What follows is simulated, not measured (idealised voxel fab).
Process module in this document: voxel plated lines
For reference, the cross-section in this document is cut, with width 180 nm and square cells of 5 nm.
Heads up, the way a cross-section reads in here is a grid of square cells, handed over as bands from the top down, with every band being one or more rows of cells. Band entry format. Leading values: height of top, height of bottom, nm. Remainder: materials in left-to-right order, each with its width in nm. Special words: "full width" on a single material, which then fills the band edge to edge; "empty", empty space. A quick word on heights: they are counted from 0, and under that level the wafer as it came to us is one material throughout. The lowest band is different from the rest in having no bottom; it simply continues downward, written as in "0 down". A width such as "30 to 40" changes by the same amount from each row of cells to the next, from the band's top row to its bottom row. For the purposes of this document, the phrase "left unchanged" attached to a step denotes that no cell within the cross-section was modified by that step. Any empty space of 8 cells or more lacking an open way to the top shows up in "closed voids" as width x height at distance, distance from the left edge, in nm. Note: text after step settings on the step line = simulator remark on that step. "overlay nm" on a masked step: distance the mask lay right of its planned place, negative for left.
Process steps (planned):
1,op RECEIVE | material Si
2,op CONFORMAL_DEP | material SiN | thk nm 10
3,op DIRECTIONAL_DEP | material TiN | thk nm 5
4,op PATTERN | tone open | mask id LINES | material resist | width nm 25 | pitch nm 40 | thk nm 40 | overlay nm 0
5,op EPI | material Ru | thk nm 10
6,op EPI | material Ru | thk nm 10
7,op EPI | material Ru | thk nm 5
8,op STRIP | etch materials resist
9,op DIRECTIONAL_ETCH | etch materials TiN | depth nm 5
10,op CONFORMAL_DEP | material SiN | thk nm 10
First of two wafers, with the run carried out as planned:
As-received state of the wafer in cross-section, equivalent to post-step 1:
	0 down: Si full width
	closed voids: none
Wafer after step 2 (cross-section):
	10 to 0: SiN full width
	Below 0, no change.
Wafer after step 3 (cross-section):
	15 to 10: TiN full width
	Below 10, no change.
Wafer after step 4 (cross-section):
	55 to 15: resist: 55 | empty: 25 | resist: 15 | empty: 25 | resist: 60
	Below 15, no change.
Wafer after step 5 (cross-section):
	55 to 25: resist: 55 | empty: 25 | resist: 15 | empty: 25 | resist: 60
	25 to 15: resist: 55 | Ru: 25 | resist: 15 | Ru: 25 | resist: 60
	Below 15, no change.
Wafer after step 6 (cross-section):
	55 to 35: resist: 55 | empty: 25 | resist: 15 | empty: 25 | resist: 60
	35 to 15: resist: 55 | Ru: 25 | resist: 15 | Ru: 25 | resist: 60
	Below 15, no change.
Wafer after step 7 (cross-section):
	55 to 40: resist: 55 | empty: 25 | resist: 15 | empty: 25 | resist: 60
	40 to 15: resist: 55 | Ru: 25 | resist: 15 | Ru: 25 | resist: 60
	Below 15, no change.
Wafer after step 8 (cross-section):
	40 to 15: empty: 55 | Ru: 25 | empty: 15 | Ru: 25 | empty: 60
	Below 15, no change.
Wafer after step 9 (cross-section):
	40 to 15: empty: 55 | Ru: 25 | empty: 15 | Ru: 25 | empty: 60
	15 to 10: empty: 55 | TiN: 25 | empty: 15 | TiN: 25 | empty: 60
	Below 10, no change.
Wafer after step 10 (cross-section):
	50 to 40: empty: 45 | SiN: 85 | empty: 50
	40 to 20: empty: 45 | SiN: 10 | Ru: 25 | SiN: 15 | Ru: 25 | SiN: 10 | empty: 50
	20 to 15: SiN: 55 | Ru: 25 | SiN: 15 | Ru: 25 | SiN: 60
	15 to 10: SiN: 55 | TiN: 25 | SiN: 15 | TiN: 25 | SiN: 60
	Below 10, no change.
It is to be noted that the second wafer proceeded from the same initial state and according to the same plan as the first, although one mistake was committed in its execution; through step 1, inclusive, the two wafers share an identical history:
Cross-section, second wafer, at the end time the plan gives for step 2: left unchanged
Cross-section, second wafer, at the end time the plan gives for step 3:
	5 to 0: TiN full width
	Below 0, no change.
Cross-section, second wafer, at the end time the plan gives for step 4:
	45 to 5: resist: 55 | empty: 25 | resist: 15 | empty: 25 | resist: 60
	Below 5, no change.
Cross-section, second wafer, at the end time the plan gives for step 5:
	45 to 15: resist: 55 | empty: 25 | resist: 15 | empty: 25 | resist: 60
	15 to 5: resist: 55 | Ru: 25 | resist: 15 | Ru: 25 | resist: 60
	Below 5, no change.
Cross-section, second wafer, at the end time the plan gives for step 6:
	45 to 25: resist: 55 | empty: 25 | resist: 15 | empty: 25 | resist: 60
	25 to 5: resist: 55 | Ru: 25 | resist: 15 | Ru: 25 | resist: 60
	Below 5, no change.
Cross-section, second wafer, at the end time the plan gives for step 7:
	45 to 30: resist: 55 | empty: 25 | resist: 15 | empty: 25 | resist: 60
	30 to 5: resist: 55 | Ru: 25 | resist: 15 | Ru: 25 | resist: 60
	Below 5, no change.
Cross-section, second wafer, at the end time the plan gives for step 8:
	30 to 5: empty: 55 | Ru: 25 | empty: 15 | Ru: 25 | empty: 60
	Below 5, no change.
Cross-section, second wafer, at the end time the plan gives for step 9:
	30 to 5: empty: 55 | Ru: 25 | empty: 15 | Ru: 25 | empty: 60
	5 to 0: empty: 55 | TiN: 25 | empty: 15 | TiN: 25 | empty: 60
	Below 0, no change.
Cross-section, second wafer, at the end time the plan gives for step 10:
	40 to 30: empty: 45 | SiN: 85 | empty: 50
	30 to 10: empty: 45 | SiN: 10 | Ru: 25 | SiN: 15 | Ru: 25 | SiN: 10 | empty: 50
	10 to 5: SiN: 55 | Ru: 25 | SiN: 15 | Ru: 25 | SiN: 60
	5 to 0: SiN: 55 | TiN: 25 | SiN: 15 | TiN: 25 | SiN: 60
	Below 0, no change.
Diagnosis: skipped: plan step 2 (never run)
End of process, cell counts, second wafer against first, materials with more or fewer: -72 SiN
